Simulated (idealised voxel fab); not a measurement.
Documented hereafter: the process module known as voxel transistor to metal.
Xsec cut, 265 nm wide, square cell size 5 nm.
A cross-section is written here as square cells arranged in a grid, and it is given in bands from the top down, each band taking up one or more rows of cells.
Basically the band line says how high the top is and how high the bottom is, in nm, and then what's in it from left to right, every material with its width in nm. Empty space shows up as "empty", and if a single material carries "full width" it runs the full band edge to edge.
Heights are reckoned from 0. Under this level, the received wafer is all of one material. The bottommost band is open-ended downward, for example "top 0, no bottom".
The notation "30..40" denotes a width that varies across the rows of cells in the band, beginning at the first number in the top row, finishing at the second number in the bottom row, and changing by an identical amount from each row to the next.
Step marked "no modification"? Then no cell in the cross-section changed in it.
"Closed void list" specifies each empty space that is not open to the top and that occupies no fewer than 8 cells, using the form width x height at distance, the distance measured from the left edge and all three quantities in nm.
Where a step's line continues beyond its settings, the continuation is a remark by the simulator itself on that step.
A step's line can hold "overlay nm"; with a mask on that step, the setting says how far right of the planned place the mask lay, while a negative setting says it lay to the left.
# Set out below are the planned steps of the process
1,RECEIVE (material Si)
2,CONFORMAL_DEP (material SiO2; thk nm 5)
3,CONFORMAL_DEP (material SiN; thk nm 10)
4,PATTERN (tone cover; mask id ACTIVE; material resist; width nm 100; pitch nm 125; thk nm 20; overlay nm 0)
5,DIRECTIONAL_ETCH (etch materials SiN; depth nm 10)
6,DIRECTIONAL_ETCH (etch materials SiO2; depth nm 5)
7,DIRECTIONAL_ETCH (etch materials Si; depth nm 25)
8,STRIP (etch materials resist)
9,OXIDIZE (depth nm 5)
10,FILL_DEP (material SiO2; thk nm 5)
11,CMP (height nm 15)
12,SELECTIVE_ETCH (etch materials SiO2; depth nm 10)
13,STRIP (etch materials SiN)
14,SELECTIVE_ETCH (etch materials SiO2; depth nm 5)
15,OXIDIZE (depth nm 5)
16,DIRECTIONAL_DEP (material polySi; thk nm 30)
17,DIRECTIONAL_DEP (material SiCN; thk nm 15)
18,DIRECTIONAL_DEP (material aC; thk nm 15)
19,PATTERN (tone cover; mask id GATE; material resist; width nm 20; pitch nm 125; thk nm 30; overlay nm 0)
20,DIRECTIONAL_ETCH (etch materials aC; depth nm 15)
21,STRIP (etch materials resist)
22,DIRECTIONAL_ETCH (etch materials SiCN; depth nm 25)
23,DIRECTIONAL_ETCH (etch materials polySi; depth nm 40)
24,STRIP (etch materials aC)
25,CONFORMAL_DEP (material SiN; thk nm 10)
26,DIRECTIONAL_ETCH (etch materials SiN; depth nm 10)
27,DIRECTIONAL_ETCH (etch materials SiO2; depth nm 5)
28,DIRECTIONAL_ETCH (etch materials Si; depth nm 10)
29,EPI (material SiGe; thk nm 15)
30,FILL_DEP (material SiO2; thk nm 5)
31,CMP (height nm 45)
32,DIRECTIONAL_DEP (material SiO2; thk nm 15)
33,DIRECTIONAL_DEP (material aC; thk nm 15)
34,PATTERN (tone open; mask id CONTACT; material resist; width nm 20; thk nm 35; overlay nm 0)
35,DIRECTIONAL_ETCH (etch materials aC; depth nm 15)
36,STRIP (etch materials resist)
37,DIRECTIONAL_ETCH (etch materials SiO2; depth nm 60)
38,STRIP (etch materials aC)
39,CONFORMAL_DEP (material TiN; thk nm 5)
40,FILL_DEP (material Ru; thk nm 10)
41,CMP (height nm 60)
42,CONFORMAL_DEP (material SiN; thk nm 5)
43,DIRECTIONAL_DEP (material lowk; thk nm 20)
44,PATTERN (tone open; mask id METAL_1; material resist; width nm 20; thk nm 20; overlay nm 0)
45,DIRECTIONAL_ETCH (etch materials lowk; depth nm 20)
46,DIRECTIONAL_ETCH (etch materials SiN; depth nm 5)
47,STRIP (etch materials resist)
48,CONFORMAL_DEP (material TiN; thk nm 5)
49,FILL_DEP (material Ru; thk nm 5)
50,CMP (height nm 85)
51,CONFORMAL_DEP (material SiCN; thk nm 5)
52,DIRECTIONAL_DEP (material lowk; thk nm 25)
53,DIRECTIONAL_DEP (material aC; thk nm 15)
54,PATTERN (tone open; mask id METAL_2_HOLES; material resist; width nm 15; pitch nm 125; thk nm 35; overlay nm 0)
55,DIRECTIONAL_ETCH (etch materials aC; depth nm 15)
56,STRIP (etch materials resist)
57,DIRECTIONAL_ETCH (etch materials lowk; depth nm 25)
58,STRIP (etch materials aC)
59,PATTERN (tone open; mask id METAL_2; material resist; width nm 20; pitch nm 125; thk nm 20; overlay nm 0)
60,DIRECTIONAL_ETCH (etch materials lowk; depth nm 15)
61,DIRECTIONAL_ETCH (etch materials SiCN; depth nm 5)
62,STRIP (etch materials resist)
63,CONFORMAL_DEP (material TiN; thk nm 5)
64,FILL_DEP (material Ru; thk nm 10)
65,CMP (height nm 115)
66,CONFORMAL_DEP (material SiN; thk nm 5)
# The cross-section here shows the wafer as received, i.e. in its state after step 1
* top 0, no bottom: Si full width
* Closed void list: none
# The cross-section shown corresponds to the wafer at the conclusion of the module. The initial structure and the process plan are those presented above; however, one mistake occurred in executing the plan
* top 120, bottom 115: SiN full width
* top 115, bottom 105: lowk 25, then TiN 5, then Ru 10, then TiN 5, then lowk 105, then TiN 5, then Ru 10, then TiN 5, then lowk 95
* top 105, bottom 100: lowk 25, then TiN 5, then Ru 5, then TiN 10, then lowk 105, then TiN 5, then Ru 5, then TiN 10, then lowk 95
* top 100, bottom 90: lowk 25, then TiN 5, then Ru 5, then TiN 5, then lowk 110, then TiN 5, then Ru 5, then TiN 5, then lowk 100
* top 90, bottom 85: SiCN 25, then TiN 15, then SiCN 110, then TiN 15, then SiCN 100
* top 85, bottom 65: lowk 25, then TiN 5, then Ru 10, then TiN 5, then lowk 50, then TiN 5, then Ru 10, then TiN 5, then lowk 35, then TiN 5, then Ru 10, then TiN 5, then lowk 50, then TiN 5, then Ru 10, then TiN 5, then lowk 25
* top 65, bottom 60: SiN 25, then TiN 20, then SiN 50, then TiN 20, then SiN 35, then TiN 20, then SiN 50, then TiN 20, then SiN 25
* top 60, bottom 45: SiO2 25, then TiN 5, then Ru 10, then TiN 5, then SiO2 50, then TiN 5, then Ru 10, then TiN 5, then SiO2 35, then TiN 5, then Ru 10, then TiN 5, then SiO2 50, then TiN 5, then Ru 10, then TiN 5, then SiO2 25
* top 45, bottom 30: SiO2 25, then TiN 5, then Ru 10, then TiN 5, then SiO2 5, then SiN 10, then SiCN 20, then SiN 10, then SiO2 5, then TiN 5, then Ru 10, then TiN 5, then SiO2 35, then TiN 5, then Ru 10, then TiN 5, then SiO2 5, then SiN 10, then SiCN 20, then SiN 10, then SiO2 5, then TiN 5, then Ru 10, then TiN 5, then SiO2 25
* top 30, bottom 15: SiO2 25, then TiN 5, then Ru 10, then TiN 5, then SiO2 5, then SiN 10, then polySi 20, then SiN 10, then SiO2 5, then TiN 5, then Ru 10, then TiN 5, then SiO2 35, then TiN 5, then Ru 10, then TiN 5, then SiO2 5, then SiN 10, then polySi 20, then SiN 10, then SiO2 5, then TiN 5, then Ru 10, then TiN 5, then SiO2 25
* top 15, bottom 10: SiO2 25, then TiN 20, then SiO2 5, then SiN 10, then polySi 20, then SiN 10, then SiO2 5, then TiN 20, then SiO2 35, then TiN 20, then SiO2 5, then SiN 10, then polySi 20, then SiN 10, then SiO2 5, then TiN 20, then SiO2 25
* top 10, bottom 0: SiO2 25, then TiN 10, then SiGe 15, then SiN 10, then polySi 20, then SiN 10, then SiGe 15, then TiN 10, then SiO2 35, then TiN 10, then SiGe 15, then SiN 10, then polySi 20, then SiN 10, then SiGe 15, then TiN 10, then SiO2 25
* top 0, bottom -5: SiO2 25, then SiGe 25, then SiO2 40, then SiGe 30, then SiO2 30, then SiGe 25, then SiO2 40, then SiGe 30, then SiO2 20
* top -5, bottom -15: SiO2 30, then SiGe 20, then Si 40, then SiGe 25, then SiO2 40, then SiGe 20, then Si 40, then SiGe 25, then SiO2 25
* top -15, bottom -30: SiO2 30, then Si 85, then SiO2 40, then Si 85, then SiO2 25
* top -30, no bottom: Si full width
* Closed void list: none
what went wrong: in deviation from the planned setting, step 4 was conducted as PATTERN (tone cover; mask id ACTIVE; material resist; width nm 95; pitch nm 125; thk nm 20; overlay nm 0)
